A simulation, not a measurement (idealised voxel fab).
Process module name: voxel released beams
Cross-section cut: width 185 nm, square cells of 5 nm.
For the purposes of this document, a cross-section shall be understood as a grid of square cells, specified as bands listed in top-to-bottom order, each band consisting of one or more rows of cells.
In this notation a band is specified by the heights of its top and bottom, in that order and in nm, after which its materials appear from left to right, each paired with its width in nm. The word "everywhere" attached to a single material means that material fills the band from edge to edge; the word "air" stands for empty space.
Note: height 0 marks the level under which the wafer is uniformly one material as received. Lowest band unbounded below, written "top 0, no bottom".
Note: "30 to 40" means the width goes from the first number (top row of the band) to the second number (bottom row) in equal steps per row of cells.
The cross-section has no changed cell in any step marked "all unchanged".
"Closed internal voids" means: voids of 8 cells or more that are shut off from the top with no open way through. Written width x height at distance, distance from the left edge, in nm.
It should be noted that, on the line of a given step, the content following the step's settings is a remark produced by the simulator itself with respect to that step.
A step line may carry the setting "overlay nm", which, for steps involving a mask, states the distance by which the mask lay to the right of its intended position; negative values denote displacement to the left.
Note: before/after cross-section pairs follow, one process step per pair, after-side truncated at the lowest changed band, step and settings given beneath. Different runs of this module on the same starting wafer may supply the pairs; a pair continues the one above only where the "Ahead of processing" entry says so.

Ahead of processing:
    top 0, no bottom  Si everywhere
    Closed internal voids: none

As Processed:
    top 5, bottom 0  Al2O3 everywhere
    Unchanged below 0.
    Closed internal voids: none
As a process note, the step between the before and after cross-sections shown above is CONFORMAL_DEP (material Al2O3; thk nm 5)

Ahead of processing: For the state before this step, see the after cross-section of the pair located directly above.

As Processed:
    top 25, bottom 5  SiO2 everywhere
    Unchanged below 5.
    Closed internal voids: none
As a process note, the step between the before and after cross-sections shown above is DIRECTIONAL_DEP (material SiO2; thk nm 20)

Ahead of processing: For the state before this step, see the after cross-section of the pair located directly above.

As Processed:
    top 25, bottom 5  SiO2 (40), then air (25), then SiO2 (120)
    Unchanged below 5.
    Closed internal voids: none
As a process note, the step between the before and after cross-sections shown above is MASKED_ETCH (tone open; mask id ANCHOR; width nm 25; etch materials SiO2; depth nm 20; overlay nm 0)

Ahead of processing: For the state before this step, see the after cross-section of the pair located directly above.

As Processed:
    top 35, bottom 25  SiN (50), then air (5), then SiN (130)
    top 25, bottom 15  SiO2 (40), then SiN (10), then air (5), then SiN (10), then SiO2 (120)
    top 15, bottom 5  SiO2 (40), then SiN (25), then SiO2 (120)
    Unchanged below 5.
    Closed internal voids: none
As a process note, the step between the before and after cross-sections shown above is CONFORMAL_DEP (material SiN; thk nm 10)

Ahead of processing: For the state before this step, see the after cross-section of the pair located directly above.

As Processed:
    top 50, bottom 35  aC (50), then air (5), then aC (130)
    top 35, bottom 30  SiN (50), then air (5), then SiN (130)
    top 30, bottom 25  SiN (50), then aC (5), then SiN (130)
    top 25, bottom 15  SiO2 (40), then SiN (10), then aC (5), then SiN (10), then SiO2 (120)
    Unchanged below 15.
    Closed internal voids: none
As a process note, the step between the before and after cross-sections shown above is DIRECTIONAL_DEP (material aC; thk nm 15)

Ahead of processing: For the state before this step, see the after cross-section of the pair located directly above.

As Processed:
    top 85, bottom 50  air (35), then resist (110), then air (40)
    top 50, bottom 35  aC (50), then resist (5), then aC (130)
    top 35, bottom 30  SiN (50), then resist (5), then SiN (130)
    Unchanged below 30.
    Closed internal voids: none
As a process note, the step between the before and after cross-sections shown above is PATTERN (tone cover; mask id BEAM; material resist; width nm 110; thk nm 35; overlay nm 0)

Ahead of processing: For the state before this step, see the after cross-section of the pair located directly above.

As Processed:
    top 70, bottom 50  air (35), then resist (110), then air (40)
    top 50, bottom 35  air (35), then aC (15), then resist (5), then aC (90), then air (40)
    Unchanged below 35.
    Closed internal voids: none
As a process note, the step between the before and after cross-sections shown above is DIRECTIONAL_ETCH (etch materials aC; depth nm 15)

Ahead of processing: For the state before this step, see the after cross-section of the pair located directly above.

As Processed:
    top 50, bottom 35  air (35), then aC (15), then air (5), then aC (90), then air (40)
    top 35, bottom 30  SiN (50), then air (5), then SiN (130)
    Unchanged below 30.
    Closed internal voids: none
As a process note, the step between the before and after cross-sections shown above is STRIP (etch materials resist)

Ahead of processing: For the state before this step, see the after cross-section of the pair located directly above.

As Processed:
    top 50, bottom 35  air (35), then aC (15), then air (5), then aC (90), then air (40)
    top 35, bottom 30  air (35), then SiN (15), then air (5), then SiN (90), then air (40)
    top 30, bottom 25  air (35), then SiN (15), then aC (5), then SiN (90), then air (40)
    Unchanged below 25.
    Closed internal voids: none
As a process note, the step between the before and after cross-sections shown above is DIRECTIONAL_ETCH (etch materials SiN; depth nm 10)

Ahead of processing: For the state before this step, see the after cross-section of the pair located directly above.

As Processed:
    top 35, bottom 25  air (35), then SiN (15), then air (5), then SiN (90), then air (40)
    top 25, bottom 15  SiO2 (40), then SiN (10), then air (5), then SiN (10), then SiO2 (120)
    Unchanged below 15.
    Closed internal voids: none
As a process note, the step between the before and after cross-sections shown above is STRIP (etch materials aC)

Ahead of processing: For the state before this step, see the after cross-section of the pair located directly above.

As Processed:
    top 35, bottom 25  air (35), then SiN (15), then air (5), then SiN (90), then air (40)
    top 25, bottom 15  air (40), then SiN (10), then air (5), then SiN (10), then air (120)
    top 15, bottom 5  air (40), then SiN (25), then air (120)
    Unchanged below 5.
    Closed internal voids: none
As a process note, the step between the before and after cross-sections shown above is STRIP (etch materials SiO2)

Ahead of processing:
    top 0, no bottom  Si everywhere
    Closed internal voids: none

As Processed:
    top 20, bottom 0  SiO2 everywhere
    Unchanged below 0.
    Closed internal voids: none
As a process note, the step between the before and after cross-sections shown above is DIRECTIONAL_DEP (material SiO2; thk nm 20)

Ahead of processing: For the state before this step, see the after cross-section of the pair located directly above.

As Processed:
    top 20, bottom 0  SiO2 (40), then air (25), then SiO2 (120)
    Unchanged below 0.
    Closed internal voids: none
As a process note, the step between the before and after cross-sections shown above is MASKED_ETCH (tone open; mask id ANCHOR; width nm 25; etch materials SiO2; depth nm 20; overlay nm 0)

Ahead of processing: For the state before this step, see the after cross-section of the pair located directly above.

As Processed:
    top 30, bottom 20  SiN (50), then air (5), then SiN (130)
    top 20, bottom 10  SiO2 (40), then SiN (10), then air (5), then SiN (10), then SiO2 (120)
    top 10, bottom 0  SiO2 (40), then SiN (25), then SiO2 (120)
    Unchanged below 0.
    Closed internal voids: none
As a process note, the step between the before and after cross-sections shown above is CONFORMAL_DEP (material SiN; thk nm 10)

Ahead of processing: For the state before this step, see the after cross-section of the pair located directly above.

As Processed:
    top 45, bottom 30  aC (50), then air (5), then aC (130)
    top 30, bottom 25  SiN (50), then air (5), then SiN (130)
    top 25, bottom 20  SiN (50), then aC (5), then SiN (130)
    top 20, bottom 10  SiO2 (40), then SiN (10), then aC (5), then SiN (10), then SiO2 (120)
    Unchanged below 10.
    Closed internal voids: none
As a process note, the step between the before and after cross-sections shown above is DIRECTIONAL_DEP (material aC; thk nm 15)

Ahead of processing: For the state before this step, see the after cross-section of the pair located directly above.

As Processed:
    top 80, bottom 45  air (35), then resist (110), then air (40)
    top 45, bottom 30  aC (50), then resist (5), then aC (130)
    top 30, bottom 25  SiN (50), then resist (5), then SiN (130)
    Unchanged below 25.
    Closed internal voids: none
As a process note, the step between the before and after cross-sections shown above is PATTERN (tone cover; mask id BEAM; material resist; width nm 110; thk nm 35; overlay nm 0)

Ahead of processing: For the state before this step, see the after cross-section of the pair located directly above.

As Processed:
    top 65, bottom 45  air (35), then resist (110), then air (40)
    top 45, bottom 30  air (35), then aC (15), then resist (5), then aC (90), then air (40)
    Unchanged below 30.
    Closed internal voids: none
As a process note, the step between the before and after cross-sections shown above is DIRECTIONAL_ETCH (etch materials aC; depth nm 15)

Ahead of processing: For the state before this step, see the after cross-section of the pair located directly above.

As Processed:
    top 45, bottom 30  air (35), then aC (15), then air (5), then aC (90), then air (40)
    top 30, bottom 25  SiN (50), then air (5), then SiN (130)
    Unchanged below 25.
    Closed internal voids: none
As a process note, the step between the before and after cross-sections shown above is STRIP (etch materials resist)

Ahead of processing: For the state before this step, see the after cross-section of the pair located directly above.

As Processed:
    top 45, bottom 30  air (35), then aC (15), then air (5), then aC (90), then air (40)
    top 30, bottom 25  air (35), then SiN (15), then air (5), then SiN (90), then air (40)
    top 25, bottom 20  air (35), then SiN (15), then aC (5), then SiN (90), then air (40)
    Unchanged below 20.
    Closed internal voids: none
As a process note, the step between the before and after cross-sections shown above is DIRECTIONAL_ETCH (etch materials SiN; depth nm 10)

Ahead of processing: For the state before this step, see the after cross-section of the pair located directly above.

As Processed:
    top 30, bottom 20  air (35), then SiN (15), then air (5), then SiN (90), then air (40)
    top 20, bottom 10  SiO2 (40), then SiN (10), then air (5), then SiN (10), then SiO2 (120)
    Unchanged below 10.
    Closed internal voids: none
As a process note, the step between the before and after cross-sections shown above is STRIP (etch materials aC)

Ahead of processing: For the state before this step, see the after cross-section of the pair located directly above.

As Processed:
    top 30, bottom 20  air (35), then SiN (15), then air (5), then SiN (90), then air (40)
    top 20, bottom 10  air (40), then SiN (10), then air (5), then SiN (10), then air (120)
    top 10, bottom 0  air (40), then SiN (25), then air (120)
    Unchanged below 0.
    Closed internal voids: none
As a process note, the step between the before and after cross-sections shown above is STRIP (etch materials SiO2)

Ahead of processing:
    top 20, bottom 0  SiO2 everywhere
    top 0, no bottom  Si everywhere
    Closed internal voids: none

As Processed:
    top 25, bottom 20  Al2O3 everywhere
    Unchanged below 20.
    Closed internal voids: none
As a process note, the step between the before and after cross-sections shown above is CONFORMAL_DEP (material Al2O3; thk nm 5)

Ahead of processing: For the state before this step, see the after cross-section of the pair located directly above.

As Processed:
    top 35, bottom 25  SiN everywhere
    Unchanged below 25.
    Closed internal voids: none
As a process note, the step between the before and after cross-sections shown above is CONFORMAL_DEP (material SiN; thk nm 10)

Ahead of processing: For the state before this step, see the after cross-section of the pair located directly above.

As Processed:
    top 50, bottom 35  aC everywhere
    Unchanged below 35.
    Closed internal voids: none
As a process note, the step between the before and after cross-sections shown above is DIRECTIONAL_DEP (material aC; thk nm 15)

Ahead of processing: For the state before this step, see the after cross-section of the pair located directly above.

As Processed:
    top 85, bottom 50  air (35), then resist (110), then air (40)
    Unchanged below 50.
    Closed internal voids: none
As a process note, the step between the before and after cross-sections shown above is PATTERN (tone cover; mask id BEAM; material resist; width nm 110; thk nm 35; overlay nm 0)

Ahead of processing: For the state before this step, see the after cross-section of the pair located directly above.

As Processed:
    top 70, bottom 50  air (35), then resist (110), then air (40)
    top 50, bottom 35  air (35), then aC (110), then air (40)
    Unchanged below 35.
    Closed internal voids: none
As a process note, the step between the before and after cross-sections shown above is DIRECTIONAL_ETCH (etch materials aC; depth nm 15)

Ahead of processing: For the state before this step, see the after cross-section of the pair located directly above.

As Processed:
    top 50, bottom 35  air (35), then aC (110), then air (40)
    Unchanged below 35.
    Closed internal voids: none
As a process note, the step between the before and after cross-sections shown above is STRIP (etch materials resist)

Ahead of processing: For the state before this step, see the after cross-section of the pair located directly above.

As Processed:
    top 50, bottom 35  air (35), then aC (110), then air (40)
    top 35, bottom 25  air (35), then SiN (110), then air (40)
    Unchanged below 25.
    Closed internal voids: none
As a process note, the step between the before and after cross-sections shown above is DIRECTIONAL_ETCH (etch materials SiN; depth nm 10)

Ahead of processing: For the state before this step, see the after cross-section of the pair located directly above.

As Processed:
    top 35, bottom 25  air (35), then SiN (110), then air (40)
    Unchanged below 25.
    Closed internal voids: none
As a process note, the step between the before and after cross-sections shown above is STRIP (etch materials aC)

Ahead of processing:
    top 25, bottom 5  SiO2 (40), then air (25), then SiO2 (120)
    top 5, bottom 0  Al2O3 everywhere
    top 0, no bottom  Si everywhere
    Closed internal voids: none

As Processed:
    top 30, bottom 25  SiN (45), then air (15), then SiN (125)
    top 25, bottom 10  SiO2 (40), then SiN (5), then air (15), then SiN (5), then SiO2 (120)
    top 10, bottom 5  SiO2 (40), then SiN (25), then SiO2 (120)
    Unchanged below 5.
    Closed internal voids: none
As a process note, the step between the before and after cross-sections shown above is CONFORMAL_DEP (material SiN; thk nm 5)

Ahead of processing: For the state before this step, see the after cross-section of the pair located directly above.

As Processed:
    top 45, bottom 30  aC (45), then air (15), then aC (125)
    top 30, bottom 25  SiN (45), then air (15), then SiN (125)
    top 25, bottom 10  SiO2 (40), then SiN (5), then aC (15), then SiN (5), then SiO2 (120)
    Unchanged below 10.
    Closed internal voids: none
As a process note, the step between the before and after cross-sections shown above is DIRECTIONAL_DEP (material aC; thk nm 15)

Ahead of processing: For the state before this step, see the after cross-section of the pair located directly above.

As Processed:
    top 80, bottom 45  air (35), then resist (110), then air (40)
    top 45, bottom 30  aC (45), then resist (15), then aC (125)
    top 30, bottom 25  SiN (45), then resist (15), then SiN (125)
    Unchanged below 25.
    Closed internal voids: none
As a process note, the step between the before and after cross-sections shown above is PATTERN (tone cover; mask id BEAM; material resist; width nm 110; thk nm 35; overlay nm 0)

Ahead of processing: For the state before this step, see the after cross-section of the pair located directly above.

As Processed:
    top 65, bottom 45  air (35), then resist (110), then air (40)
    top 45, bottom 30  air (35), then aC (10), then resist (15), then aC (85), then air (40)
    Unchanged below 30.
    Closed internal voids: none
As a process note, the step between the before and after cross-sections shown above is DIRECTIONAL_ETCH (etch materials aC; depth nm 15)

Ahead of processing: For the state before this step, see the after cross-section of the pair located directly above.

As Processed:
    top 45, bottom 30  air (35), then aC (10), then air (15), then aC (85), then air (40)
    top 30, bottom 25  SiN (45), then air (15), then SiN (125)
    Unchanged below 25.
    Closed internal voids: none
As a process note, the step between the before and after cross-sections shown above is STRIP (etch materials resist)

Ahead of processing: For the state before this step, see the after cross-section of the pair located directly above.

As Processed:
    top 45, bottom 30  air (35), then aC (10), then air (15), then aC (85), then air (40)
    top 30, bottom 25  air (35), then SiN (10), then air (15), then SiN (85), then air (40)
    Unchanged below 25.
    Closed internal voids: none
As a process note, the step between the before and after cross-sections shown above is DIRECTIONAL_ETCH (etch materials SiN; depth nm 10)

Ahead of processing: For the state before this step, see the after cross-section of the pair located directly above.

As Processed:
    top 30, bottom 25  air (35), then SiN (10), then air (15), then SiN (85), then air (40)
    top 25, bottom 10  SiO2 (40), then SiN (5), then air (15), then SiN (5), then SiO2 (120)
    Unchanged below 10.
    Closed internal voids: none
As a process note, the step between the before and after cross-sections shown above is STRIP (etch materials aC)

Ahead of processing: For the state before this step, see the after cross-section of the pair located directly above.

As Processed:
    top 30, bottom 25  air (35), then SiN (10), then air (15), then SiN (85), then air (40)
    top 25, bottom 10  air (40), then SiN (5), then air (15), then SiN (5), then air (120)
    top 10, bottom 5  air (40), then SiN (25), then air (120)
    Unchanged below 5.
    Closed internal voids: none
As a process note, the step between the before and after cross-sections shown above is STRIP (etch materials SiO2)

Ahead of processing:
    top 25, bottom 5  SiO2 everywhere
    top 5, bottom 0  Al2O3 everywhere
    top 0, no bottom  Si everywhere
    Closed internal voids: none

As Processed:
    top 25, bottom 5  SiO2 (35), then air (35), then SiO2 (115)
    Unchanged below 5.
    Closed internal voids: none
As a process note, the step between the before and after cross-sections shown above is MASKED_ETCH (tone open; mask id ANCHOR; width nm 35; etch materials SiO2; depth nm 20; overlay nm 0)

Ahead of processing: For the state before this step, see the after cross-section of the pair located directly above.

As Processed:
    top 35, bottom 25  SiN (45), then air (15), then SiN (125)
    top 25, bottom 15  SiO2 (35), then SiN (10), then air (15), then SiN (10), then SiO2 (115)
    top 15, bottom 5  SiO2 (35), then SiN (35), then SiO2 (115)
    Unchanged below 5.
    Closed internal voids: none
As a process note, the step between the before and after cross-sections shown above is CONFORMAL_DEP (material SiN; thk nm 10)

Ahead of processing: For the state before this step, see the after cross-section of the pair located directly above.

As Processed:
    top 50, bottom 35  aC (45), then air (15), then aC (125)
    top 35, bottom 30  SiN (45), then air (15), then SiN (125)
    top 30, bottom 25  SiN (45), then aC (15), then SiN (125)
    top 25, bottom 15  SiO2 (35), then SiN (10), then aC (15), then SiN (10), then SiO2 (115)
    Unchanged below 15.
    Closed internal voids: none
As a process note, the step between the before and after cross-sections shown above is DIRECTIONAL_DEP (material aC; thk nm 15)

Ahead of processing: For the state before this step, see the after cross-section of the pair located directly above.

As Processed:
    top 85, bottom 50  air (35), then resist (110), then air (40)
    top 50, bottom 35  aC (45), then resist (15), then aC (125)
    top 35, bottom 30  SiN (45), then resist (15), then SiN (125)
    Unchanged below 30.
    Closed internal voids: none
As a process note, the step between the before and after cross-sections shown above is PATTERN (tone cover; mask id BEAM; material resist; width nm 110; thk nm 35; overlay nm 0)

Ahead of processing: For the state before this step, see the after cross-section of the pair located directly above.

As Processed:
    top 70, bottom 50  air (35), then resist (110), then air (40)
    top 50, bottom 35  air (35), then aC (10), then resist (15), then aC (85), then air (40)
    Unchanged below 35.
    Closed internal voids: none
As a process note, the step between the before and after cross-sections shown above is DIRECTIONAL_ETCH (etch materials aC; depth nm 15)

Ahead of processing: For the state before this step, see the after cross-section of the pair located directly above.

As Processed:
    top 50, bottom 35  air (35), then aC (10), then air (15), then aC (85), then air (40)
    top 35, bottom 30  SiN (45), then air (15), then SiN (125)
    Unchanged below 30.
    Closed internal voids: none
As a process note, the step between the before and after cross-sections shown above is STRIP (etch materials resist)

Ahead of processing: For the state before this step, see the after cross-section of the pair located directly above.

As Processed:
    top 50, bottom 35  air (35), then aC (10), then air (15), then aC (85), then air (40)
    top 35, bottom 30  air (35), then SiN (10), then air (15), then SiN (85), then air (40)
    top 30, bottom 25  air (35), then SiN (10), then aC (15), then SiN (85), then air (40)
    Unchanged below 25.
    Closed internal voids: none
As a process note, the step between the before and after cross-sections shown above is DIRECTIONAL_ETCH (etch materials SiN; depth nm 10)

Ahead of processing: For the state before this step, see the after cross-section of the pair located directly above.

As Processed:
    top 35, bottom 25  air (35), then SiN (10), then air (15), then SiN (85), then air (40)
    top 25, bottom 15  SiO2 (35), then SiN (10), then air (15), then SiN (10), then SiO2 (115)
    Unchanged below 15.
    Closed internal voids: none
As a process note, the step between the before and after cross-sections shown above is STRIP (etch materials aC)

Ahead of processing: For the state before this step, see the after cross-section of the pair located directly above.

As Processed:
    top 35, bottom 25  air (35), then SiN (10), then air (15), then SiN (85), then air (40)
    top 25, bottom 15  air (35), then SiN (10), then air (15), then SiN (10), then air (115)
    top 15, bottom 5  air (35), then SiN (35), then air (115)
    Unchanged below 5.
    Closed internal voids: none
As a process note, the step between the before and after cross-sections shown above is STRIP (etch materials SiO2)

Ahead of processing:
    top 50, bottom 35  aC (50), then air (5), then aC (130)
    top 35, bottom 30  SiN (50), then air (5), then SiN (130)
    top 30, bottom 25  SiN (50), then aC (5), then SiN (130)
    top 25, bottom 15  SiO2 (40), then SiN (10), then aC (5), then SiN (10), then SiO2 (120)
    top 15, bottom 5  SiO2 (40), then SiN (25), then SiO2 (120)
    top 5, bottom 0  Al2O3 everywhere
    top 0, no bottom  Si everywhere
    Closed internal voids: none

As Processed:
    top 85, bottom 50  air (40), then resist (110), then air (35)
    top 50, bottom 35  aC (50), then resist (5), then aC (130)
    top 35, bottom 30  SiN (50), then resist (5), then SiN (130)
    Unchanged below 30.
    Closed internal voids: none
As a process note, the step between the before and after cross-sections shown above is PATTERN (tone cover; mask id BEAM; material resist; width nm 110; thk nm 35; overlay nm 5)

Ahead of processing: For the state before this step, see the after cross-section of the pair located directly above.

As Processed:
    top 70, bottom 50  air (40), then resist (110), then air (35)
    top 50, bottom 35  air (40), then aC (10), then resist (5), then aC (95), then air (35)
    Unchanged below 35.
    Closed internal voids: none
As a process note, the step between the before and after cross-sections shown above is DIRECTIONAL_ETCH (etch materials aC; depth nm 15)

Ahead of processing: For the state before this step, see the after cross-section of the pair located directly above.

As Processed:
    top 50, bottom 35  air (40), then aC (10), then air (5), then aC (95), then air (35)
    top 35, bottom 30  SiN (50), then air (5), then SiN (130)
    Unchanged below 30.
    Closed internal voids: none
As a process note, the step between the before and after cross-sections shown above is STRIP (etch materials resist)

Ahead of processing: For the state before this step, see the after cross-section of the pair located directly above.

As Processed:
    top 50, bottom 35  air (40), then aC (10), then air (5), then aC (95), then air (35)
    top 35, bottom 30  air (40), then SiN (10), then air (5), then SiN (95), then air (35)
    top 30, bottom 25  air (40), then SiN (10), then aC (5), then SiN (95), then air (35)
    Unchanged below 25.
    Closed internal voids: none
As a process note, the step between the before and after cross-sections shown above is DIRECTIONAL_ETCH (etch materials SiN; depth nm 10)

Ahead of processing: For the state before this step, see the after cross-section of the pair located directly above.

As Processed:
    top 35, bottom 25  air (40), then SiN (10), then air (5), then SiN (95), then air (35)
    top 25, bottom 15  SiO2 (40), then SiN (10), then air (5), then SiN (10), then SiO2 (120)
    Unchanged below 15.
    Closed internal voids: none
As a process note, the step between the before and after cross-sections shown above is STRIP (etch materials aC)

Ahead of processing: For the state before this step, see the after cross-section of the pair located directly above.

As Processed:
    top 35, bottom 25  air (40), then SiN (10), then air (5), then SiN (95), then air (35)
    top 25, bottom 15  air (40), then SiN (10), then air (5), then SiN (10), then air (120)
    top 15, bottom 5  air (40), then SiN (25), then air (120)
    Unchanged below 5.
    Closed internal voids: none
As a process note, the step between the before and after cross-sections shown above is STRIP (etch materials SiO2)

Ahead of processing:
    top 5, bottom 0  Al2O3 everywhere
    top 0, no bottom  Si everywhere
    Closed internal voids: none

As Processed:
    top 25, bottom 5  SiN everywhere
    Unchanged below 5.
    Closed internal voids: none
As a process note, the step between the before and after cross-sections shown above is DIRECTIONAL_DEP (material SiN; thk nm 20)

Ahead of processing: For the state before this step, see the after cross-section of the pair located directly above.

As Processed:
    top 35, bottom 5  SiN everywhere
    Unchanged below 5.
    Closed internal voids: none
As a process note, the step between the before and after cross-sections shown above is CONFORMAL_DEP (material SiN; thk nm 10)

Ahead of processing: For the state before this step, see the after cross-section of the pair located directly above.

As Processed:
    top 50, bottom 35  aC everywhere
    Unchanged below 35.
    Closed internal voids: none
As a process note, the step between the before and after cross-sections shown above is DIRECTIONAL_DEP (material aC; thk nm 15)

Ahead of processing: For the state before this step, see the after cross-section of the pair located directly above.

As Processed:
    top 85, bottom 50  air (35), then resist (110), then air (40)
    Unchanged below 50.
    Closed internal voids: none
As a process note, the step between the before and after cross-sections shown above is PATTERN (tone cover; mask id BEAM; material resist; width nm 110; thk nm 35; overlay nm 0)

Ahead of processing: For the state before this step, see the after cross-section of the pair located directly above.

As Processed:
    top 70, bottom 50  air (35), then resist (110), then air (40)
    top 50, bottom 35  air (35), then aC (110), then air (40)
    Unchanged below 35.
    Closed internal voids: none
As a process note, the step between the before and after cross-sections shown above is DIRECTIONAL_ETCH (etch materials aC; depth nm 15)

Ahead of processing: For the state before this step, see the after cross-section of the pair located directly above.

As Processed:
    top 50, bottom 35  air (35), then aC (110), then air (40)
    Unchanged below 35.
    Closed internal voids: none
As a process note, the step between the before and after cross-sections shown above is STRIP (etch materials resist)

Ahead of processing: For the state before this step, see the after cross-section of the pair located directly above.

As Processed:
    top 50, bottom 35  air (35), then aC (110), then air (40)
    top 35, bottom 25  air (35), then SiN (110), then air (40)
    Unchanged below 25.
    Closed internal voids: none
As a process note, the step between the before and after cross-sections shown above is DIRECTIONAL_ETCH (etch materials SiN; depth nm 10)

Ahead of processing: For the state before this step, see the after cross-section of the pair located directly above.

As Processed:
    top 35, bottom 25  air (35), then SiN (110), then air (40)
    Unchanged below 25.
    Closed internal voids: none
As a process note, the step between the before and after cross-sections shown above is STRIP (etch materials aC)

Ahead of processing:
    top 25, bottom 5  SiO2 everywhere
    top 5, bottom 0  Al2O3 everywhere
    top 0, no bottom  Si everywhere
    Closed internal voids: none

As Processed:
    top 25, bottom 5  air (40), then SiO2 (25), then air (120)
    Unchanged below 5.
    Closed internal voids: none
As a process note, the step between the before and after cross-sections shown above is MASKED_ETCH (tone cover; mask id ANCHOR; width nm 25; etch materials SiO2; depth nm 20; overlay nm 0)

Ahead of processing: For the state before this step, see the after cross-section of the pair located directly above.

As Processed:
    top 35, bottom 25  air (30), then SiN (45), then air (110)
    top 25, bottom 15  air (30), then SiN (10), then SiO2 (25), then SiN (10), then air (110)
    top 15, bottom 5  SiN (40), then SiO2 (25), then SiN (120)
    Unchanged below 5.
    Closed internal voids: none
As a process note, the step between the before and after cross-sections shown above is CONFORMAL_DEP (material SiN; thk nm 10)

Ahead of processing: For the state before this step, see the after cross-section of the pair located directly above.

As Processed:
    top 50, bottom 35  air (30), then aC (45), then air (110)
    top 35, bottom 30  air (30), then SiN (45), then air (110)
    top 30, bottom 25  aC (30), then SiN (45), then aC (110)
    top 25, bottom 15  aC (30), then SiN (10), then SiO2 (25), then SiN (10), then aC (110)
    Unchanged below 15.
    Closed internal voids: none
As a process note, the step between the before and after cross-sections shown above is DIRECTIONAL_DEP (material aC; thk nm 15)

Ahead of processing: For the state before this step, see the after cross-section of the pair located directly above.

As Processed:
    top 85, bottom 50  air (35), then resist (110), then air (40)
    top 50, bottom 35  air (30), then aC (45), then resist (70), then air (40)
    top 35, bottom 30  air (30), then SiN (45), then resist (70), then air (40)
    Unchanged below 30.
    Closed internal voids: none
As a process note, the step between the before and after cross-sections shown above is PATTERN (tone cover; mask id BEAM; material resist; width nm 110; thk nm 35; overlay nm 0)

Ahead of processing: For the state before this step, see the after cross-section of the pair located directly above.

As Processed:
    top 70, bottom 50  air (35), then resist (110), then air (40)
    top 50, bottom 35  air (35), then aC (40), then resist (70), then air (40)
    top 35, bottom 30  air (30), then SiN (45), then resist (70), then air (40)
    top 30, bottom 25  air (30), then SiN (45), then aC (70), then air (40)
    top 25, bottom 15  air (30), then SiN (10), then SiO2 (25), then SiN (10), then aC (70), then air (40)
    Unchanged below 15.
    Closed internal voids: none
As a process note, the step between the before and after cross-sections shown above is DIRECTIONAL_ETCH (etch materials aC; depth nm 15)

Ahead of processing: For the state before this step, see the after cross-section of the pair located directly above.

As Processed:
    top 50, bottom 35  air (35), then aC (40), then air (110)
    top 35, bottom 30  air (30), then SiN (45), then air (110)
    Unchanged below 30.
    Closed internal voids: none
As a process note, the step between the before and after cross-sections shown above is STRIP (etch materials resist)

Ahead of processing: For the state before this step, see the after cross-section of the pair located directly above.

As Processed:
    top 50, bottom 35  air (35), then aC (40), then air (110)
    top 35, bottom 30  air (35), then SiN (40), then air (110)
    top 30, bottom 25  air (35), then SiN (40), then aC (70), then air (40)
    top 25, bottom 15  air (30), then SiN (10), then SiO2 (25), then SiN (10), then aC (70), then air (40)
    top 15, bottom 5  air (30), then SiN (10), then SiO2 (25), then SiN (80), then air (40)
    Unchanged below 5.
    Closed internal voids: none
As a process note, the step between the before and after cross-sections shown above is DIRECTIONAL_ETCH (etch materials SiN; depth nm 10)

Ahead of processing: For the state before this step, see the after cross-section of the pair located directly above.

As Processed:
    top 35, bottom 25  air (35), then SiN (40), then air (110)
    top 25, bottom 15  air (30), then SiN (10), then SiO2 (25), then SiN (10), then air (110)
    Unchanged below 15.
    Closed internal voids: none
As a process note, the step between the before and after cross-sections shown above is STRIP (etch materials aC)
